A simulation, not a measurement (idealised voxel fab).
The process module that follows is named voxel fin reveal.
Cross-section cut spans 280 nm and uses square cells 5 nm in size.
Cross-section layout: square cells on a grid; listed as bands, top to bottom; a band spans one or more cell rows.
Top, bottom (nm), then materials left to right with widths (nm); lone material tagged "edge to edge" fills the whole band edge to edge; "empty" = empty space.
The reference from which all heights are counted is 0, the level beneath which the as-received wafer is entirely one material; the lowest band, having no lower bound, proceeds downward and is written after the example "0..down".
Graded width ("30 to 40"): value in top row of band = first number; value in bottom row = second number; row-to-row change constant.
You'll sometimes find "left unchanged" written for a step, and that's the way of saying that nowhere in the cross-section did a cell change during that step.
Basically, "Closed internal voids" tells you about the enclosed voids: empty spaces with no open way to the top, 8 cells or bigger, each written width x height at distance, where distance is from the left edge, all in nm.
Post-settings text on a step line: simulator's own remark regarding the step.
overlay nm: right-of-plan distance of the mask on a masked step; negative values mean left-of-plan.
This section lists the process steps that were planned
| 1 | RECEIVE: material Si |
| 2 | CONFORMAL_DEP: material SiN, thk nm 5 |
| 3 | PATTERN: tone cover, mask id FINS, material resist, width nm 15, pitch nm 40, thk nm 20, overlay nm 0 |
| 4 | DIRECTIONAL_ETCH: etch materials SiN, depth nm 5 |
| 5 | DIRECTIONAL_ETCH: etch materials Si, depth nm 40 |
| 6 | STRIP: etch materials resist |
| 7 | OXIDIZE: depth nm 5 |
| 8 | FILL_DEP: material SiO2, thk nm 15 |
| 9 | CMP: height nm 5 |
| 10 | SELECTIVE_ETCH: etch materials SiO2, depth nm 25 |
| 11 | STRIP: etch materials SiN |
Same starting wafers, different depth nm at step 10. Plan value belongs to the first wafer.
Cross-sectional view of the first of several wafers in the as-received condition, corresponding to the state following step 1
	0..down = Si edge to edge
	Closed internal voids: none
Take a look at the first of several wafers in cross-section: the module is done, and step 11 was its last step
	0..-20 = 75 of empty / 5 of Si / 35 of empty / 5 of Si / 35 of empty / 5 of Si / 35 of empty / 5 of Si / 80 of empty
	-20..-45 = 75 of SiO2 / 5 of Si / 35 of SiO2 / 5 of Si / 35 of SiO2 / 5 of Si / 35 of SiO2 / 5 of Si / 80 of SiO2
	-45..down = Si edge to edge
	Closed internal voids: none
Here we cross-sectioned the last of the wafers once the module was done
	0..-45 = 75 of empty / 5 of Si / 35 of empty / 5 of Si / 35 of empty / 5 of Si / 35 of empty / 5 of Si / 80 of empty
	-45..down = Si edge to edge
	Closed internal voids: none
Per wafer, end of module: cells gained (+) or lost (-) per material since receipt, then closed voids
depth nm 25, -468 Si, +260 SiO2, Closed internal voids: none
depth nm 30, -468 Si, +208 SiO2, Closed internal voids: none
depth nm 35, -468 Si, +156 SiO2, Closed internal voids: none
depth nm 40, -468 Si, +104 SiO2, Closed internal voids: none
depth nm 45, -468 Si, +52 SiO2, Closed internal voids: none
depth nm 50, -468 Si, Closed internal voids: none
